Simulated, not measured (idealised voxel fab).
Process module, titled voxel capacitor over wiring
The width of the displayed cross-section, cut, is 200 nm; its cells are square, with a size of 5 nm.
A cross-section is written here as square cells arranged in a grid, and it is given in bands from the top down, each band taking up one or more rows of cells. Top, bottom (nm), then materials left to right with widths (nm); lone material tagged "all across" fills the whole band edge to edge; "empty" = empty space. For the purposes of this specification, 0 denotes the height below which the wafer in its as-received condition is composed wholly of one material, and the lowermost band, lacking a lower limit, extends downward without end, as expressed in "from 0 down". Per-row width for "30 to 40": begins at first number (top row of band), ends at second number (bottom row), increment between rows held constant. Reading "nothing got changed" for a step: not a cell of the cross-section changed in it. Fully closed voids: empty space of 8 cells or more with no open way to the top, each as width x height at its distance from the left edge, in nm. That trailing text on a step's line, after the settings, is the simulator's own remark on the step. overlay nm: for a step with a mask, the amount by which the mask lay right of where it was planned; a negative amount means left of it. So the way this works: pairs, before and after one process step. The after picture only goes down to the lowest band that actually changed, nothing below. Step and its settings are under each pair. And watch out, pairs might come from different runs of this module, same starting wafer though, so a pair only follows on from the one above if its "Prior state" entry tells you so.
Prior state:
- from 0 down | Si all across
- Fully closed voids: none
Cut View, Post-Step:
- from 15 to 0 | SiO2 all across
- Lower than 0, everything is as it was.
- Fully closed voids: none
Step between the cross-sections above: CONFORMAL_DEP with material SiO2, thk nm 15
Prior state: The initial state for this step is given by the after cross-section of the immediately preceding pair.
Cut View, Post-Step:
- from 20 to 15 | SiCN all across
- Lower than 15, everything is as it was.
- Fully closed voids: none
Step between the cross-sections above: CONFORMAL_DEP with material SiCN, thk nm 5
Prior state: The initial state for this step is given by the after cross-section of the immediately preceding pair.
Cut View, Post-Step:
- from 40 to 20 | lowk all across
- Lower than 20, everything is as it was.
- Fully closed voids: none
Step between the cross-sections above: DIRECTIONAL_DEP with material lowk, thk nm 20
Prior state: The initial state for this step is given by the after cross-section of the immediately preceding pair.
Cut View, Post-Step:
- from 60 to 40 | resist=45  empty=30  resist=50  empty=30  resist=45
- Lower than 40, everything is as it was.
- Fully closed voids: none
Step between the cross-sections above: PATTERN with tone open, mask id METAL_1, material resist, width nm 30, pitch nm 80, thk nm 20, overlay nm 0
Prior state: The initial state for this step is given by the after cross-section of the immediately preceding pair.
Cut View, Post-Step:
- from 60 to 40 | resist=45  empty=30  resist=50  empty=30  resist=45
- from 40 to 20 | lowk=45  empty=30  lowk=50  empty=30  lowk=45
- Lower than 20, everything is as it was.
- Fully closed voids: none
Step between the cross-sections above: DIRECTIONAL_ETCH with etch materials lowk, depth nm 20
Prior state: The initial state for this step is given by the after cross-section of the immediately preceding pair.
Cut View, Post-Step:
- from 60 to 40 | resist=45  empty=30  resist=50  empty=30  resist=45
- from 40 to 20 | lowk=45  empty=30  lowk=50  empty=30  lowk=45
- from 20 to 15 | SiCN=45  empty=30  SiCN=50  empty=30  SiCN=45
- Lower than 15, everything is as it was.
- Fully closed voids: none
Step between the cross-sections above: DIRECTIONAL_ETCH with etch materials SiCN, depth nm 5
Prior state: The initial state for this step is given by the after cross-section of the immediately preceding pair.
Cut View, Post-Step:
- from 40 to 20 | lowk=45  empty=30  lowk=50  empty=30  lowk=45
- Lower than 20, everything is as it was.
- Fully closed voids: none
Step between the cross-sections above: STRIP with etch materials resist
Prior state: The initial state for this step is given by the after cross-section of the immediately preceding pair.
Cut View, Post-Step:
- from 45 to 40 | TiN=50  empty=20  TiN=60  empty=20  TiN=50
- from 40 to 20 | lowk=45  TiN=5  empty=20  TiN=5  lowk=50  TiN=5  empty=20  TiN=5  lowk=45
- from 20 to 15 | SiCN=45  TiN=30  SiCN=50  TiN=30  SiCN=45
- Lower than 15, everything is as it was.
- Fully closed voids: none
Step between the cross-sections above: CONFORMAL_DEP with material TiN, thk nm 5
Prior state: The initial state for this step is given by the after cross-section of the immediately preceding pair.
Cut View, Post-Step:
- from 50 to 45 | Cu all across
- from 45 to 40 | TiN=50  Cu=20  TiN=60  Cu=20  TiN=50
- from 40 to 20 | lowk=45  TiN=5  Cu=20  TiN=5  lowk=50  TiN=5  Cu=20  TiN=5  lowk=45
- Lower than 20, everything is as it was.
- Fully closed voids: none
Step between the cross-sections above: FILL_DEP with material Cu, thk nm 5
Prior state: The initial state for this step is given by the after cross-section of the immediately preceding pair.
Cut View, Post-Step:
- from 40 to 20 | lowk=45  TiN=5  Cu=20  TiN=5  lowk=50  TiN=5  Cu=20  TiN=5  lowk=45
- Lower than 20, everything is as it was.
- Fully closed voids: none
Step between the cross-sections above: CMP with height nm 40
Prior state: The initial state for this step is given by the after cross-section of the immediately preceding pair.
Cut View, Post-Step:
- from 45 to 40 | SiCN all across
- Lower than 40, everything is as it was.
- Fully closed voids: none
Step between the cross-sections above: CONFORMAL_DEP with material SiCN, thk nm 5
Prior state: The initial state for this step is given by the after cross-section of the immediately preceding pair.
Cut View, Post-Step:
- from 55 to 45 | lowk all across
- Lower than 45, everything is as it was.
- Fully closed voids: none
Step between the cross-sections above: DIRECTIONAL_DEP with material lowk, thk nm 10
Prior state: The initial state for this step is given by the after cross-section of the immediately preceding pair.
Cut View, Post-Step:
- from 55 to 45 | lowk=60  empty=15  lowk=125
- Lower than 45, everything is as it was.
- Fully closed voids: none
Step between the cross-sections above: MASKED_ETCH with tone open, mask id PLUG_1, width nm 15, etch materials lowk, depth nm 10, overlay nm 0
Prior state: The initial state for this step is given by the after cross-section of the immediately preceding pair.
Cut View, Post-Step:
- from 55 to 45 | lowk=60  empty=15  lowk=125
- from 45 to 40 | SiCN=60  empty=15  SiCN=125
- Lower than 40, everything is as it was.
- Fully closed voids: none
Step between the cross-sections above: MASKED_ETCH with tone open, mask id PLUG_1, width nm 15, etch materials SiCN, depth nm 5, overlay nm 0
Prior state: The initial state for this step is given by the after cross-section of the immediately preceding pair.
Cut View, Post-Step:
- from 55 to 50 | lowk=60  empty=15  lowk=125
- from 50 to 45 | lowk=60  Ru=15  lowk=125
- from 45 to 40 | SiCN=60  Ru=15  SiCN=125
- Lower than 40, everything is as it was.
- Fully closed voids: none
Step between the cross-sections above: EPI with material Ru, thk nm 10
Prior state: The initial state for this step is given by the after cross-section of the immediately preceding pair.
Cut View, Post-Step:
- from 55 to 45 | lowk=60  Ru=15  lowk=125
- Lower than 45, everything is as it was.
- Fully closed voids: none
Step between the cross-sections above: EPI with material Ru, thk nm 5
Prior state: The initial state for this step is given by the after cross-section of the immediately preceding pair.
Cut View, Post-Step:
- from 65 to 55 | TiN all across
- Lower than 55, everything is as it was.
- Fully closed voids: none
Step between the cross-sections above: DIRECTIONAL_DEP with material TiN, thk nm 10
Prior state: The initial state for this step is given by the after cross-section of the immediately preceding pair.
Cut View, Post-Step:
- from 70 to 65 | Al2O3 all across
- Lower than 65, everything is as it was.
- Fully closed voids: none
Step between the cross-sections above: DIRECTIONAL_DEP with material Al2O3, thk nm 5
Prior state: The initial state for this step is given by the after cross-section of the immediately preceding pair.
Cut View, Post-Step:
- from 75 to 70 | TiN all across
- Lower than 70, everything is as it was.
- Fully closed voids: none
Step between the cross-sections above: DIRECTIONAL_DEP with material TiN, thk nm 5
Prior state: The initial state for this step is given by the after cross-section of the immediately preceding pair.
Cut View, Post-Step:
- from 90 to 75 | empty=60  resist=55  empty=85
- Lower than 75, everything is as it was.
- Fully closed voids: none
Step between the cross-sections above: PATTERN with tone cover, mask id UPPER_PLATE, material resist, width nm 55, thk nm 15, overlay nm 0
Prior state: The initial state for this step is given by the after cross-section of the immediately preceding pair.
Cut View, Post-Step:
- from 90 to 75 | empty=60  resist=55  empty=85
- from 75 to 70 | empty=60  TiN=55  empty=85
- Lower than 70, everything is as it was.
- Fully closed voids: none
Step between the cross-sections above: DIRECTIONAL_ETCH with etch materials TiN, depth nm 5
Prior state: The initial state for this step is given by the after cross-section of the immediately preceding pair.
Cut View, Post-Step:
- from 90 to 75 | empty=60  resist=55  empty=85
- from 75 to 70 | empty=60  TiN=55  empty=85
- from 70 to 65 | empty=60  Al2O3=55  empty=85
- Lower than 65, everything is as it was.
- Fully closed voids: none
Step between the cross-sections above: DIRECTIONAL_ETCH with etch materials Al2O3, depth nm 5
Prior state: The initial state for this step is given by the after cross-section of the immediately preceding pair.
Cut View, Post-Step:
- from 75 to 70 | empty=60  TiN=55  empty=85
- Lower than 70, everything is as it was.
- Fully closed voids: none
Step between the cross-sections above: STRIP with etch materials resist
Prior state: The initial state for this step is given by the after cross-section of the immediately preceding pair.
Cut View, Post-Step:
- from 75 to 70 | empty=60  TiN=55  empty=85
- from 70 to 65 | empty=60  Al2O3=55  empty=85
- from 65 to 55 | empty=55  TiN=65  empty=80
- Lower than 55, everything is as it was.
- Fully closed voids: none
Step between the cross-sections above: MASKED_ETCH with tone cover, mask id LOWER_PLATE, width nm 65, etch materials TiN, depth nm 10, overlay nm 0
Prior state: The initial state for this step is given by the after cross-section of the immediately preceding pair.
Cut View, Post-Step:
- from 90 to 75 | SiO2 all across
- from 75 to 70 | SiO2=60  TiN=55  SiO2=85
- from 70 to 65 | SiO2=60  Al2O3=55  SiO2=85
- from 65 to 55 | SiO2=55  TiN=65  SiO2=80
- Lower than 55, everything is as it was.
- Fully closed voids: none
Step between the cross-sections above: FILL_DEP with material SiO2, thk nm 15
Prior state: The initial state for this step is given by the after cross-section of the immediately preceding pair.
Cut View, Post-Step:
- from 85 to 75 | SiO2 all across
- Lower than 75, everything is as it was.
- Fully closed voids: none
Step between the cross-sections above: CMP with height nm 85
Prior state: The initial state for this step is given by the after cross-section of the immediately preceding pair.
Cut View, Post-Step:
- from 100 to 85 | resist=70  empty=15  resist=115
- Lower than 85, everything is as it was.
- Fully closed voids: none
Step between the cross-sections above: PATTERN with tone open, mask id PLUG_2, material resist, width nm 15, thk nm 15, overlay nm 0
Prior state: The initial state for this step is given by the after cross-section of the immediately preceding pair.
Cut View, Post-Step:
- from 100 to 85 | resist=70  empty=15  resist=115
- from 85 to 75 | SiO2=70  empty=15  SiO2=115
- Lower than 75, everything is as it was.
- Fully closed voids: none
Step between the cross-sections above: DIRECTIONAL_ETCH with etch materials SiO2, depth nm 10
Prior state: The initial state for this step is given by the after cross-section of the immediately preceding pair.
Cut View, Post-Step:
- from 85 to 75 | SiO2=70  empty=15  SiO2=115
- Lower than 75, everything is as it was.
- Fully closed voids: none
Step between the cross-sections above: STRIP with etch materials resist
Prior state: The initial state for this step is given by the after cross-section of the immediately preceding pair.
Cut View, Post-Step:
- from 90 to 85 | TiN=75  empty=5  TiN=120
- from 85 to 80 | SiO2=70  TiN=5  empty=5  TiN=5  SiO2=115
- from 80 to 70 | SiO2=70 to 60  TiN=15 to 55  SiO2=115 to 85
- Lower than 70, everything is as it was.
- Fully closed voids: none
Step between the cross-sections above: CONFORMAL_DEP with material TiN, thk nm 5
Prior state: The initial state for this step is given by the after cross-section of the immediately preceding pair.
Cut View, Post-Step:
- from 100 to 90 | W all across
- from 90 to 85 | TiN=75  W=5  TiN=120
- from 85 to 80 | SiO2=70  TiN=5  W=5  TiN=5  SiO2=115
- Lower than 80, everything is as it was.
- Fully closed voids: none
Step between the cross-sections above: FILL_DEP with material W, thk nm 10
Prior state: The initial state for this step is given by the after cross-section of the immediately preceding pair.
Cut View, Post-Step:
- from 85 to 80 | SiO2=70  TiN=5  W=5  TiN=5  SiO2=115
- Lower than 80, everything is as it was.
- Fully closed voids: none
Step between the cross-sections above: CMP with height nm 85
Prior state: The initial state for this step is given by the after cross-section of the immediately preceding pair.
Cut View, Post-Step:
- from 90 to 85 | SiN all across
- Lower than 85, everything is as it was.
- Fully closed voids: none
Step between the cross-sections above: CONFORMAL_DEP with material SiN, thk nm 5
Prior state:
- from 65 to 55 | TiN all across
- from 55 to 45 | lowk=60  Ru=15  lowk=125
- from 45 to 40 | SiCN=60  Ru=15  SiCN=125
- from 40 to 20 | lowk=45  TiN=5  Cu=20  TiN=5  lowk=50  TiN=5  Cu=20  TiN=5  lowk=45
- from 20 to 15 | SiCN=45  TiN=30  SiCN=50  TiN=30  SiCN=45
- from 15 to 0 | SiO2 all across
- from 0 down | Si all across
- Fully closed voids: none
Cut View, Post-Step:
- from 70 to 55 | TiN all across
- Lower than 55, everything is as it was.
- Fully closed voids: none
Step between the cross-sections above: DIRECTIONAL_DEP with material TiN, thk nm 5
Prior state: The initial state for this step is given by the after cross-section of the immediately preceding pair.
Cut View, Post-Step:
- from 85 to 70 | empty=60  resist=55  empty=85
- Lower than 70, everything is as it was.
- Fully closed voids: none
Step between the cross-sections above: PATTERN with tone cover, mask id UPPER_PLATE, material resist, width nm 55, thk nm 15, overlay nm 0
Prior state: The initial state for this step is given by the after cross-section of the immediately preceding pair.
Cut View, Post-Step:
- from 85 to 70 | empty=60  resist=55  empty=85
- from 70 to 65 | empty=60  TiN=55  empty=85
- Lower than 65, everything is as it was.
- Fully closed voids: none
Step between the cross-sections above: DIRECTIONAL_ETCH with etch materials TiN, depth nm 5
Prior state: The initial state for this step is given by the after cross-section of the immediately preceding pair.
Cut View, Post-Step:
- from 70 to 65 | empty=60  TiN=55  empty=85
- Lower than 65, everything is as it was.
- Fully closed voids: none
Step between the cross-sections above: STRIP with etch materials resist
Prior state: The initial state for this step is given by the after cross-section of the immediately preceding pair.
Cut View, Post-Step:
- from 70 to 65 | empty=60  TiN=55  empty=85
- from 65 to 55 | empty=55  TiN=65  empty=80
- Lower than 55, everything is as it was.
- Fully closed voids: none
Step between the cross-sections above: MASKED_ETCH with tone cover, mask id LOWER_PLATE, width nm 65, etch materials TiN, depth nm 10, overlay nm 0
Prior state: The initial state for this step is given by the after cross-section of the immediately preceding pair.
Cut View, Post-Step:
- from 85 to 70 | SiO2 all across
- from 70 to 65 | SiO2=60  TiN=55  SiO2=85
- from 65 to 55 | SiO2=55  TiN=65  SiO2=80
- Lower than 55, everything is as it was.
- Fully closed voids: none
Step between the cross-sections above: FILL_DEP with material SiO2, thk nm 15
Prior state: The initial state for this step is given by the after cross-section of the immediately preceding pair.
Cut View, Post-Step:
- from 100 to 85 | resist=70  empty=15  resist=115
- Lower than 85, everything is as it was.
- Fully closed voids: none
Step between the cross-sections above: PATTERN with tone open, mask id PLUG_2, material resist, width nm 15, thk nm 15, overlay nm 0
Prior state: The initial state for this step is given by the after cross-section of the immediately preceding pair.
Cut View, Post-Step:
- from 100 to 85 | resist=70  empty=15  resist=115
- from 85 to 75 | SiO2=70  empty=15  SiO2=115
- Lower than 75, everything is as it was.
- Fully closed voids: none
Step between the cross-sections above: DIRECTIONAL_ETCH with etch materials SiO2, depth nm 10
Prior state: The initial state for this step is given by the after cross-section of the immediately preceding pair.
Cut View, Post-Step:
- from 85 to 75 | SiO2=70  empty=15  SiO2=115
- Lower than 75, everything is as it was.
- Fully closed voids: none
Step between the cross-sections above: STRIP with etch materials resist
Prior state: The initial state for this step is given by the after cross-section of the immediately preceding pair.
Cut View, Post-Step:
- from 90 to 85 | TiN=75  empty=5  TiN=120
- from 85 to 80 | SiO2=70  TiN=5  empty=5  TiN=5  SiO2=115
- from 80 to 75 | SiO2=70  TiN=15  SiO2=115
- Lower than 75, everything is as it was.
- Fully closed voids: none
Step between the cross-sections above: CONFORMAL_DEP with material TiN, thk nm 5
Prior state: The initial state for this step is given by the after cross-section of the immediately preceding pair.
Cut View, Post-Step:
- from 100 to 90 | W all across
- from 90 to 85 | TiN=75  W=5  TiN=120
- from 85 to 80 | SiO2=70  TiN=5  W=5  TiN=5  SiO2=115
- Lower than 80, everything is as it was.
- Fully closed voids: none
Step between the cross-sections above: FILL_DEP with material W, thk nm 10
Prior state: The initial state for this step is given by the after cross-section of the immediately preceding pair.
Cut View, Post-Step:
- from 85 to 80 | SiO2=70  TiN=5  W=5  TiN=5  SiO2=115
- Lower than 80, everything is as it was.
- Fully closed voids: none
Step between the cross-sections above: CMP with height nm 85
Prior state: The initial state for this step is given by the after cross-section of the immediately preceding pair.
Cut View, Post-Step:
- from 90 to 85 | SiN all across
- Lower than 85, everything is as it was.
- Fully closed voids: none
Step between the cross-sections above: CONFORMAL_DEP with material SiN, thk nm 5
Prior state:
- from 15 to 0 | SiO2 all across
- from 0 down | Si all across
- Fully closed voids: none
Cut View, Post-Step:
- from 30 to 0 | SiO2 all across
- Lower than 0, everything is as it was.
- Fully closed voids: none
Step between the cross-sections above: CONFORMAL_DEP with material SiO2, thk nm 15
Prior state: The initial state for this step is given by the after cross-section of the immediately preceding pair.
Cut View, Post-Step:
- from 35 to 30 | SiCN all across
- Lower than 30, everything is as it was.
- Fully closed voids: none
Step between the cross-sections above: CONFORMAL_DEP with material SiCN, thk nm 5
Prior state: The initial state for this step is given by the after cross-section of the immediately preceding pair.
Cut View, Post-Step:
- from 55 to 35 | lowk all across
- Lower than 35, everything is as it was.
- Fully closed voids: none
Step between the cross-sections above: DIRECTIONAL_DEP with material lowk, thk nm 20
Prior state: The initial state for this step is given by the after cross-section of the immediately preceding pair.
Cut View, Post-Step:
- from 75 to 55 | resist=45  empty=30  resist=50  empty=30  resist=45
- Lower than 55, everything is as it was.
- Fully closed voids: none
Step between the cross-sections above: PATTERN with tone open, mask id METAL_1, material resist, width nm 30, pitch nm 80, thk nm 20, overlay nm 0
Prior state: The initial state for this step is given by the after cross-section of the immediately preceding pair.
Cut View, Post-Step:
- from 75 to 55 | resist=45  empty=30  resist=50  empty=30  resist=45
- from 55 to 35 | lowk=45  empty=30  lowk=50  empty=30  lowk=45
- Lower than 35, everything is as it was.
- Fully closed voids: none
Step between the cross-sections above: DIRECTIONAL_ETCH with etch materials lowk, depth nm 20
Prior state: The initial state for this step is given by the after cross-section of the immediately preceding pair.
Cut View, Post-Step:
- from 75 to 55 | resist=45  empty=30  resist=50  empty=30  resist=45
- from 55 to 35 | lowk=45  empty=30  lowk=50  empty=30  lowk=45
- from 35 to 30 | SiCN=45  empty=30  SiCN=50  empty=30  SiCN=45
- Lower than 30, everything is as it was.
- Fully closed voids: none
Step between the cross-sections above: DIRECTIONAL_ETCH with etch materials SiCN, depth nm 5
Prior state: The initial state for this step is given by the after cross-section of the immediately preceding pair.
Cut View, Post-Step:
- from 55 to 35 | lowk=45  empty=30  lowk=50  empty=30  lowk=45
- Lower than 35, everything is as it was.
- Fully closed voids: none
Step between the cross-sections above: STRIP with etch materials resist
Prior state: The initial state for this step is given by the after cross-section of the immediately preceding pair.
Cut View, Post-Step:
- from 60 to 55 | TiN=50  empty=20  TiN=60  empty=20  TiN=50
- from 55 to 35 | lowk=45  TiN=5  empty=20  TiN=5  lowk=50  TiN=5  empty=20  TiN=5  lowk=45
- from 35 to 30 | SiCN=45  TiN=30  SiCN=50  TiN=30  SiCN=45
- Lower than 30, everything is as it was.
- Fully closed voids: none
Step between the cross-sections above: CONFORMAL_DEP with material TiN, thk nm 5
Prior state: The initial state for this step is given by the after cross-section of the immediately preceding pair.
Cut View, Post-Step:
- from 65 to 60 | Cu all across
- from 60 to 55 | TiN=50  Cu=20  TiN=60  Cu=20  TiN=50
- from 55 to 35 | lowk=45  TiN=5  Cu=20  TiN=5  lowk=50  TiN=5  Cu=20  TiN=5  lowk=45
- Lower than 35, everything is as it was.
- Fully closed voids: none
Step between the cross-sections above: FILL_DEP with material Cu, thk nm 5
Prior state: The initial state for this step is given by the after cross-section of the immediately preceding pair.
Cut View, Post-Step:
- from 40 to 35 | lowk=45  TiN=5  Cu=20  TiN=5  lowk=50  TiN=5  Cu=20  TiN=5  lowk=45
- Lower than 35, everything is as it was.
- Fully closed voids: none
Step between the cross-sections above: CMP with height nm 40
Prior state: The initial state for this step is given by the after cross-section of the immediately preceding pair.
Cut View, Post-Step:
- from 45 to 40 | SiCN all across
- Lower than 40, everything is as it was.
- Fully closed voids: none
Step between the cross-sections above: CONFORMAL_DEP with material SiCN, thk nm 5
Prior state: The initial state for this step is given by the after cross-section of the immediately preceding pair.
Cut View, Post-Step:
- from 55 to 45 | lowk all across
- Lower than 45, everything is as it was.
- Fully closed voids: none
Step between the cross-sections above: DIRECTIONAL_DEP with material lowk, thk nm 10
Prior state: The initial state for this step is given by the after cross-section of the immediately preceding pair.
Cut View, Post-Step:
- from 55 to 45 | lowk=60  empty=15  lowk=125
- Lower than 45, everything is as it was.
- Fully closed voids: none
Step between the cross-sections above: MASKED_ETCH with tone open, mask id PLUG_1, width nm 15, etch materials lowk, depth nm 10, overlay nm 0
Prior state: The initial state for this step is given by the after cross-section of the immediately preceding pair.
Cut View, Post-Step:
- from 55 to 45 | lowk=60  empty=15  lowk=125
- from 45 to 40 | SiCN=60  empty=15  SiCN=125
- Lower than 40, everything is as it was.
- Fully closed voids: none
Step between the cross-sections above: MASKED_ETCH with tone open, mask id PLUG_1, width nm 15, etch materials SiCN, depth nm 5, overlay nm 0
Prior state: The initial state for this step is given by the after cross-section of the immediately preceding pair.
Cut View, Post-Step:
- from 55 to 50 | lowk=60  empty=15  lowk=125
- from 50 to 45 | lowk=60  Ru=15  lowk=125
- from 45 to 40 | SiCN=60  Ru=15  SiCN=125
- Lower than 40, everything is as it was.
- Fully closed voids: none
Step between the cross-sections above: EPI with material Ru, thk nm 10
Prior state: The initial state for this step is given by the after cross-section of the immediately preceding pair.
Cut View, Post-Step:
- from 55 to 45 | lowk=60  Ru=15  lowk=125
- Lower than 45, everything is as it was.
- Fully closed voids: none
Step between the cross-sections above: EPI with material Ru, thk nm 5
Prior state: The initial state for this step is given by the after cross-section of the immediately preceding pair.
Cut View, Post-Step:
- from 65 to 55 | TiN all across
- Lower than 55, everything is as it was.
- Fully closed voids: none
Step between the cross-sections above: DIRECTIONAL_DEP with material TiN, thk nm 10
Prior state: The initial state for this step is given by the after cross-section of the immediately preceding pair.
Cut View, Post-Step:
- from 70 to 65 | Al2O3 all across
- Lower than 65, everything is as it was.
- Fully closed voids: none
Step between the cross-sections above: DIRECTIONAL_DEP with material Al2O3, thk nm 5
Prior state: The initial state for this step is given by the after cross-section of the immediately preceding pair.
Cut View, Post-Step:
- from 75 to 70 | TiN all across
- Lower than 70, everything is as it was.
- Fully closed voids: none
Step between the cross-sections above: DIRECTIONAL_DEP with material TiN, thk nm 5
Prior state: The initial state for this step is given by the after cross-section of the immediately preceding pair.
Cut View, Post-Step:
- from 90 to 75 | empty=60  resist=55  empty=85
- Lower than 75, everything is as it was.
- Fully closed voids: none
Step between the cross-sections above: PATTERN with tone cover, mask id UPPER_PLATE, material resist, width nm 55, thk nm 15, overlay nm 0
Prior state: The initial state for this step is given by the after cross-section of the immediately preceding pair.
Cut View, Post-Step:
- from 90 to 75 | empty=60  resist=55  empty=85
- from 75 to 70 | empty=60  TiN=55  empty=85
- Lower than 70, everything is as it was.
- Fully closed voids: none
Step between the cross-sections above: DIRECTIONAL_ETCH with etch materials TiN, depth nm 5
Prior state: The initial state for this step is given by the after cross-section of the immediately preceding pair.
Cut View, Post-Step:
- from 90 to 75 | empty=60  resist=55  empty=85
- from 75 to 70 | empty=60  TiN=55  empty=85
- from 70 to 65 | empty=60  Al2O3=55  empty=85
- Lower than 65, everything is as it was.
- Fully closed voids: none
Step between the cross-sections above: DIRECTIONAL_ETCH with etch materials Al2O3, depth nm 5
Prior state: The initial state for this step is given by the after cross-section of the immediately preceding pair.
Cut View, Post-Step:
- from 75 to 70 | empty=60  TiN=55  empty=85
- Lower than 70, everything is as it was.
- Fully closed voids: none
Step between the cross-sections above: STRIP with etch materials resist
Prior state: The initial state for this step is given by the after cross-section of the immediately preceding pair.
Cut View, Post-Step:
- from 75 to 70 | empty=60  TiN=55  empty=85
- from 70 to 65 | empty=60  Al2O3=55  empty=85
- from 65 to 55 | empty=55  TiN=65  empty=80
- Lower than 55, everything is as it was.
- Fully closed voids: none
Step between the cross-sections above: MASKED_ETCH with tone cover, mask id LOWER_PLATE, width nm 65, etch materials TiN, depth nm 10, overlay nm 0
Prior state: The initial state for this step is given by the after cross-section of the immediately preceding pair.
Cut View, Post-Step:
- from 90 to 75 | SiO2 all across
- from 75 to 70 | SiO2=60  TiN=55  SiO2=85
- from 70 to 65 | SiO2=60  Al2O3=55  SiO2=85
- from 65 to 55 | SiO2=55  TiN=65  SiO2=80
- Lower than 55, everything is as it was.
- Fully closed voids: none
Step between the cross-sections above: FILL_DEP with material SiO2, thk nm 15
Prior state: The initial state for this step is given by the after cross-section of the immediately preceding pair.
Cut View, Post-Step:
- from 85 to 75 | SiO2 all across
- Lower than 75, everything is as it was.
- Fully closed voids: none
Step between the cross-sections above: CMP with height nm 85
Prior state: The initial state for this step is given by the after cross-section of the immediately preceding pair.
Cut View, Post-Step:
- from 100 to 85 | resist=70  empty=15  resist=115
- Lower than 85, everything is as it was.
- Fully closed voids: none
Step between the cross-sections above: PATTERN with tone open, mask id PLUG_2, material resist, width nm 15, thk nm 15, overlay nm 0
Prior state: The initial state for this step is given by the after cross-section of the immediately preceding pair.
Cut View, Post-Step:
- from 100 to 85 | resist=70  empty=15  resist=115
- from 85 to 75 | SiO2=70  empty=15  SiO2=115
- Lower than 75, everything is as it was.
- Fully closed voids: none
Step between the cross-sections above: DIRECTIONAL_ETCH with etch materials SiO2, depth nm 10
Prior state: The initial state for this step is given by the after cross-section of the immediately preceding pair.
Cut View, Post-Step:
- from 85 to 75 | SiO2=70  empty=15  SiO2=115
- Lower than 75, everything is as it was.
- Fully closed voids: none
Step between the cross-sections above: STRIP with etch materials resist
Prior state: The initial state for this step is given by the after cross-section of the immediately preceding pair.
Cut View, Post-Step:
- from 90 to 85 | TiN=75  empty=5  TiN=120
- from 85 to 80 | SiO2=70  TiN=5  empty=5  TiN=5  SiO2=115
- from 80 to 70 | SiO2=70 to 60  TiN=15 to 55  SiO2=115 to 85
- Lower than 70, everything is as it was.
- Fully closed voids: none
Step between the cross-sections above: CONFORMAL_DEP with material TiN, thk nm 5
Prior state: The initial state for this step is given by the after cross-section of the immediately preceding pair.
Cut View, Post-Step:
- from 100 to 90 | W all across
- from 90 to 85 | TiN=75  W=5  TiN=120
- from 85 to 80 | SiO2=70  TiN=5  W=5  TiN=5  SiO2=115
- Lower than 80, everything is as it was.
- Fully closed voids: none
Step between the cross-sections above: FILL_DEP with material W, thk nm 10
Prior state: The initial state for this step is given by the after cross-section of the immediately preceding pair.
Cut View, Post-Step:
- from 85 to 80 | SiO2=70  TiN=5  W=5  TiN=5  SiO2=115
- Lower than 80, everything is as it was.
- Fully closed voids: none
Step between the cross-sections above: CMP with height nm 85
Prior state: The initial state for this step is given by the after cross-section of the immediately preceding pair.
Cut View, Post-Step:
- from 90 to 85 | SiN all across
- Lower than 85, everything is as it was.
- Fully closed voids: none
Step between the cross-sections above: CONFORMAL_DEP with material SiN, thk nm 5
Prior state:
- from 55 to 45 | lowk=60  Ru=15  lowk=125
- from 45 to 40 | SiCN=60  Ru=15  SiCN=125
- from 40 to 20 | lowk=45  TiN=5  Cu=20  TiN=5  lowk=50  TiN=5  Cu=20  TiN=5  lowk=45
- from 20 to 15 | SiCN=45  TiN=30  SiCN=50  TiN=30  SiCN=45
- from 15 to 0 | SiO2 all across
- from 0 down | Si all across
- Fully closed voids: none
Cut View, Post-Step:
- from 60 to 55 | Al2O3 all across
- Lower than 55, everything is as it was.
- Fully closed voids: none
Step between the cross-sections above: DIRECTIONAL_DEP with material Al2O3, thk nm 5
Prior state: The initial state for this step is given by the after cross-section of the immediately preceding pair.
Cut View, Post-Step:
- from 70 to 60 | TiN all across
- Lower than 60, everything is as it was.
- Fully closed voids: none
Step between the cross-sections above: DIRECTIONAL_DEP with material TiN, thk nm 10
Prior state: The initial state for this step is given by the after cross-section of the immediately preceding pair.
Cut View, Post-Step:
- from 75 to 60 | TiN all across
- Lower than 60, everything is as it was.
- Fully closed voids: none
Step between the cross-sections above: DIRECTIONAL_DEP with material TiN, thk nm 5
Prior state: The initial state for this step is given by the after cross-section of the immediately preceding pair.
Cut View, Post-Step:
- from 90 to 75 | empty=60  resist=55  empty=85
- Lower than 75, everything is as it was.
- Fully closed voids: none
Step between the cross-sections above: PATTERN with tone cover, mask id UPPER_PLATE, material resist, width nm 55, thk nm 15, overlay nm 0
Prior state: The initial state for this step is given by the after cross-section of the immediately preceding pair.
Cut View, Post-Step:
- from 90 to 75 | empty=60  resist=55  empty=85
- from 75 to 70 | empty=60  TiN=55  empty=85
- Lower than 70, everything is as it was.
- Fully closed voids: none
Step between the cross-sections above: DIRECTIONAL_ETCH with etch materials TiN, depth nm 5
Prior state: The initial state for this step is given by the after cross-section of the immediately preceding pair.
Cut View, Post-Step:
- from 75 to 70 | empty=60  TiN=55  empty=85
- Lower than 70, everything is as it was.
- Fully closed voids: none
Step between the cross-sections above: STRIP with etch materials resist
Prior state: The initial state for this step is given by the after cross-section of the immediately preceding pair.
Cut View, Post-Step:
- from 75 to 70 | empty=60  TiN=55  empty=85
- from 70 to 60 | empty=55  TiN=65  empty=80
- Lower than 60, everything is as it was.
- Fully closed voids: none
Step between the cross-sections above: MASKED_ETCH with tone cover, mask id LOWER_PLATE, width nm 65, etch materials TiN, depth nm 10, overlay nm 0
Prior state: The initial state for this step is given by the after cross-section of the immediately preceding pair.
Cut View, Post-Step:
- from 90 to 75 | SiO2 all across
- from 75 to 70 | SiO2=60  TiN=55  SiO2=85
- from 70 to 60 | SiO2=55  TiN=65  SiO2=80
- Lower than 60, everything is as it was.
- Fully closed voids: none
Step between the cross-sections above: FILL_DEP with material SiO2, thk nm 15
Prior state: The initial state for this step is given by the after cross-section of the immediately preceding pair.
Cut View, Post-Step:
- from 85 to 75 | SiO2 all across
- Lower than 75, everything is as it was.
- Fully closed voids: none
Step between the cross-sections above: CMP with height nm 85
Prior state: The initial state for this step is given by the after cross-section of the immediately preceding pair.
Cut View, Post-Step:
- from 100 to 85 | resist=70  empty=15  resist=115
- Lower than 85, everything is as it was.
- Fully closed voids: none
Step between the cross-sections above: PATTERN with tone open, mask id PLUG_2, material resist, width nm 15, thk nm 15, overlay nm 0
Prior state: The initial state for this step is given by the after cross-section of the immediately preceding pair.
Cut View, Post-Step:
- from 100 to 85 | resist=70  empty=15  resist=115
- from 85 to 75 | SiO2=70  empty=15  SiO2=115
- Lower than 75, everything is as it was.
- Fully closed voids: none
Step between the cross-sections above: DIRECTIONAL_ETCH with etch materials SiO2, depth nm 10
